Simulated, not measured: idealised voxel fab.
Title: Process Module voxel gate over fins
FYI the section here is cut, 165 nm wide, cells are 5 nm squares.
Cross-section = grid of square cells, listed top down in bands; band = one or more rows.
Heights first: top, then bottom, in nm. Then materials, left to right, each with a width in nm. "throughout" on a single material: fills the band edge to edge. "empty": empty space.
Heights are expressed relative to 0, this being the level below which the as-received wafer comprises one material exclusively. The lowest band is unbounded in the downward direction and is denoted as in "top 0, no bottom".
Quick explanation for "30..40": the width changes in equal steps down the rows of cells, from the first number in the band's top row to the second number in its bottom row.
Step marked "no change"? Then no cell in the cross-section changed in it.
You'll see "Internal closed voids" listing empty spaces that have no way open to the top, as long as they're 8 cells or more; the notation is width x height at distance, where the distance is from the left edge, and all of it is in nm.
That trailing text on a step's line, after the settings, is the simulator's own remark on the step.
overlay nm: for a step with a mask, the amount by which the mask lay right of where it was planned; a negative amount means left of it.

-- Intended process steps
1: RECEIVE | material Si
2: CONFORMAL_DEP | material SiN | thk nm 5
3: DIRECTIONAL_DEP | material aC | thk nm 15
4: PATTERN | tone cover | mask id FINS | material resist | width nm 15 | pitch nm 40 | thk nm 35 | overlay nm 0
5: DIRECTIONAL_ETCH | etch materials aC | depth nm 15
6: STRIP | etch materials resist
7: DIRECTIONAL_ETCH | etch materials SiN | depth nm 5
8: DIRECTIONAL_ETCH | etch materials Si | depth nm 25
9: STRIP | etch materials aC
10: FILL_DEP | material SiO2 | thk nm 5
11: CMP | height nm 5
12: SELECTIVE_ETCH | etch materials SiO2 | depth nm 15
13: STRIP | etch materials SiN
14: CONFORMAL_DEP | material HfO2 | thk nm 5
15: CONFORMAL_DEP | material TiN | thk nm 5
16: FILL_DEP | material W | thk nm 15
17: CMP | height nm 20
18: CONFORMAL_DEP | material SiN | thk nm 10
Wafer-to-wafer difference: depth nm, step 8. Common start. Plan = first wafer's value.

-- Incoming state of the first of several wafers in cross-section: after step 1
> top 0, no bottom: Si throughout
> Internal closed voids: none

-- Cross-section of the first of several wafers once the module has run through its last step, step 18
> top 30, bottom 20: SiN throughout
> top 20, bottom 10: W throughout
> top 10, bottom 5: W: 5 | TiN: 35 | W: 5 | TiN: 35 | W: 5 | TiN: 35 | W: 5 | TiN: 35 | W: 5
> top 5, bottom 0: W: 5 | TiN: 5 | HfO2: 25 | TiN: 5 | W: 5 | TiN: 5 | HfO2: 25 | TiN: 5 | W: 5 | TiN: 5 | HfO2: 25 | TiN: 5 | W: 5 | TiN: 5 | HfO2: 25 | TiN: 5 | W: 5
> top 0, bottom -5: TiN: 10 | HfO2: 5 | Si: 15 | HfO2: 5 | TiN: 15 | HfO2: 5 | Si: 15 | HfO2: 5 | TiN: 15 | HfO2: 5 | Si: 15 | HfO2: 5 | TiN: 15 | HfO2: 5 | Si: 15 | HfO2: 5 | TiN: 10
> top -5, bottom -10: HfO2: 15 | Si: 15 | HfO2: 25 | Si: 15 | HfO2: 25 | Si: 15 | HfO2: 25 | Si: 15 | HfO2: 15
> top -10, bottom -25: SiO2: 15 | Si: 15 | SiO2: 25 | Si: 15 | SiO2: 25 | Si: 15 | SiO2: 25 | Si: 15 | SiO2: 15
> top -25, no bottom: Si throughout
> Internal closed voids: none

-- So this is the cross-section on the last wafer at the end of the module
> top 30, bottom 20: SiN throughout
> top 20, bottom 10: W throughout
> top 10, bottom 5: W: 5 | TiN: 35 | W: 5 | TiN: 35 | W: 5 | TiN: 35 | W: 5 | TiN: 35 | W: 5
> top 5, bottom 0: W: 5 | TiN: 5 | HfO2: 25 | TiN: 5 | W: 5 | TiN: 5 | HfO2: 25 | TiN: 5 | W: 5 | TiN: 5 | HfO2: 25 | TiN: 5 | W: 5 | TiN: 5 | HfO2: 25 | TiN: 5 | W: 5
> top 0, bottom -5: TiN: 10 | HfO2: 5 | Si: 15 | HfO2: 5 | TiN: 15 | HfO2: 5 | Si: 15 | HfO2: 5 | TiN: 15 | HfO2: 5 | Si: 15 | HfO2: 5 | TiN: 15 | HfO2: 5 | Si: 15 | HfO2: 5 | TiN: 10
> top -5, bottom -10: HfO2: 15 | Si: 15 | HfO2: 25 | Si: 15 | HfO2: 25 | Si: 15 | HfO2: 25 | Si: 15 | HfO2: 15
> top -10, bottom -50: SiO2: 15 | Si: 15 | SiO2: 25 | Si: 15 | SiO2: 25 | Si: 15 | SiO2: 25 | Si: 15 | SiO2: 15
> top -50, no bottom: Si throughout
> Internal closed voids: none

-- Row per wafer, end-of-module: cell gain (+)/loss (-) by material since the wafer came in, then closed voids
depth nm 25; +49 HfO2; -105 Si; +66 SiN; +63 SiO2; +49 TiN; +76 W; Internal closed voids: none
depth nm 30; +49 HfO2; -126 Si; +66 SiN; +84 SiO2; +49 TiN; +76 W; Internal closed voids: none
depth nm 35; +49 HfO2; -147 Si; +66 SiN; +105 SiO2; +49 TiN; +76 W; Internal closed voids: none
depth nm 40; +49 HfO2; -168 Si; +66 SiN; +126 SiO2; +49 TiN; +76 W; Internal closed voids: none
depth nm 45; +49 HfO2; -189 Si; +66 SiN; +147 SiO2; +49 TiN; +76 W; Internal closed voids: none
depth nm 50; +49 HfO2; -210 Si; +66 SiN; +168 SiO2; +49 TiN; +76 W; Internal closed voids: none
